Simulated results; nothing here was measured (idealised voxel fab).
You're looking at the process module voxel gate over fins.
Square cells of 5 nm make up the cross-section cut, whose width is 280 nm.
Just so we're on the same page, the cross-sections are grids of square cells, and they're listed out in bands top to bottom, each band one or more rows deep. Look at the band entry: it leads with the top's height and the bottom's height in nm. Then it lists the materials left to right, with a width in nm for each. The word "everywhere" on a single material says that material fills the band edge to edge. The word "empty" is empty space. The reference from which all heights are counted is 0, the level beneath which the as-received wafer is entirely one material; the lowest band, having no lower bound, proceeds downward and is written after the example "z 0 and below". It should be noted that a width expressed as "30..40" varies in equal increments from row to row of cells within the band, taking the value of the first number at the top row and that of the second number at the bottom row. What does "no alteration" mean for a step? It means no cell of the cross-section changed in that step. Any empty space of 8 cells or more lacking an open way to the top shows up in "Enclosed internal voids" as width x height at distance, distance from the left edge, in nm. That trailing text on a step's line, after the settings, is the simulator's own remark on the step. overlay nm: mask right of planned place by this much (step with mask). Neg. = left.
### plan
| 1 | RECEIVE with material Si |
| 2 | CONFORMAL_DEP with material SiN, thk nm 5 |
| 3 | PATTERN with tone cover, mask id FINS, material resist, width nm 15, pitch nm 45, thk nm 20, overlay nm 0 |
| 4 | DIRECTIONAL_ETCH with etch materials SiN, depth nm 5 |
| 5 | DIRECTIONAL_ETCH with etch materials Si, depth nm 30 |
| 6 | STRIP with etch materials resist |
| 7 | FILL_DEP with material SiO2, thk nm 5 |
| 8 | CMP with height nm 5 |
| 9 | SELECTIVE_ETCH with etch materials SiO2, depth nm 15 |
| 10 | STRIP with etch materials SiN |
| 11 | CONFORMAL_DEP with material HfO2, thk nm 5 |
| 12 | CONFORMAL_DEP with material TiN, thk nm 5 |
| 13 | FILL_DEP with material W, thk nm 10 |
| 14 | CMP with height nm 15 |
| 15 | CONFORMAL_DEP with material SiCN, thk nm 5 |
### The first of a set of two wafers, run to plan
### Step 1 complete: cross-section of the wafer as received
	z 0 and below  Si everywhere
	Enclosed internal voids: none
### Wafer xsec, post step 2
	z 5 to 0  SiN everywhere
	Below 0 it's all the same as before, nothing changed down there.
### Wafer xsec, post step 3
	z 25 to 5  empty 110 nm, then resist 15 nm, then empty 30 nm, then resist 15 nm, then empty 110 nm
	Below 5 it's all the same as before, nothing changed down there.
### Wafer xsec, post step 4
	z 25 to 5  empty 110 nm, then resist 15 nm, then empty 30 nm, then resist 15 nm, then empty 110 nm
	z 5 to 0  empty 110 nm, then SiN 15 nm, then empty 30 nm, then SiN 15 nm, then empty 110 nm
	Below 0 it's all the same as before, nothing changed down there.
### Wafer xsec, post step 5
	z 25 to 5  empty 110 nm, then resist 15 nm, then empty 30 nm, then resist 15 nm, then empty 110 nm
	z 5 to 0  empty 110 nm, then SiN 15 nm, then empty 30 nm, then SiN 15 nm, then empty 110 nm
	z 0 to -30  empty 110 nm, then Si 15 nm, then empty 30 nm, then Si 15 nm, then empty 110 nm
	Below -30 it's all the same as before, nothing changed down there.
### Wafer xsec, post step 6
	z 5 to 0  empty 110 nm, then SiN 15 nm, then empty 30 nm, then SiN 15 nm, then empty 110 nm
	Below 0 it's all the same as before, nothing changed down there.
### Wafer xsec, post step 7
	z 10 to 5  SiO2 everywhere
	z 5 to 0  SiO2 110 nm, then SiN 15 nm, then SiO2 30 nm, then SiN 15 nm, then SiO2 110 nm
	z 0 to -30  SiO2 110 nm, then Si 15 nm, then SiO2 30 nm, then Si 15 nm, then SiO2 110 nm
	Below -30 it's all the same as before, nothing changed down there.
### Wafer xsec, post step 8
	z 5 to 0  SiO2 110 nm, then SiN 15 nm, then SiO2 30 nm, then SiN 15 nm, then SiO2 110 nm
	Below 0 it's all the same as before, nothing changed down there.
### Wafer xsec, post step 9
	z 5 to 0  empty 110 nm, then SiN 15 nm, then empty 30 nm, then SiN 15 nm, then empty 110 nm
	z 0 to -10  empty 110 nm, then Si 15 nm, then empty 30 nm, then Si 15 nm, then empty 110 nm
	Below -10 it's all the same as before, nothing changed down there.
### Wafer xsec, post step 10
	z 0 to -10  empty 110 nm, then Si 15 nm, then empty 30 nm, then Si 15 nm, then empty 110 nm
	Below -10 it's all the same as before, nothing changed down there.
### Wafer xsec, post step 11
	z 5 to 0  empty 105 nm, then HfO2 25 nm, then empty 20 nm, then HfO2 25 nm, then empty 105 nm
	z 0 to -5  empty 105 nm, then HfO2 5 nm, then Si 15 nm, then HfO2 5 nm, then empty 20 nm, then HfO2 5 nm, then Si 15 nm, then HfO2 5 nm, then empty 105 nm
	z -5 to -10  HfO2 110 nm, then Si 15 nm, then HfO2 30 nm, then Si 15 nm, then HfO2 110 nm
	Below -10 it's all the same as before, nothing changed down there.
### Wafer xsec, post step 12
	z 10 to 5  empty 100 nm, then TiN 35 nm, then empty 10 nm, then TiN 35 nm, then empty 100 nm
	z 5 to 0  empty 100 nm, then TiN 5 nm, then HfO2 25 nm, then TiN 5 nm, then empty 10 nm, then TiN 5 nm, then HfO2 25 nm, then TiN 5 nm, then empty 100 nm
	z 0 to -5  TiN 105 nm, then HfO2 5 nm, then Si 15 nm, then HfO2 5 nm, then TiN 20 nm, then HfO2 5 nm, then Si 15 nm, then HfO2 5 nm, then TiN 105 nm
	Below -5 it's all the same as before, nothing changed down there.
### Wafer xsec, post step 13
	z 20 to 10  W everywhere
	z 10 to 5  W 100 nm, then TiN 35 nm, then W 10 nm, then TiN 35 nm, then W 100 nm
	z 5 to 0  W 100 nm, then TiN 5 nm, then HfO2 25 nm, then TiN 5 nm, then W 10 nm, then TiN 5 nm, then HfO2 25 nm, then TiN 5 nm, then W 100 nm
	Below 0 it's all the same as before, nothing changed down there.
### Wafer xsec, post step 14
	z 15 to 10  W everywhere
	Below 10 it's all the same as before, nothing changed down there.
### Wafer xsec, post step 15
	z 20 to 15  SiCN everywhere
	Below 15 it's all the same as before, nothing changed down there.
### For the second wafer, take the first wafer's start and plan, then add one mistake made in running it; everything through step 14, that step included, is shared with the first
### Cross-section, second wafer, at the end time the plan gives for step 15
	z 30 to 15  SiCN everywhere
	Below 15 it's all the same as before, nothing changed down there.
Against the plan, the run slipped here: off-plan run, step 15, actual operation and settings CONFORMAL_DEP with material SiCN, thk nm 15
Final wafer comparison in cells, second versus first, more or fewer per material: SiCN +112
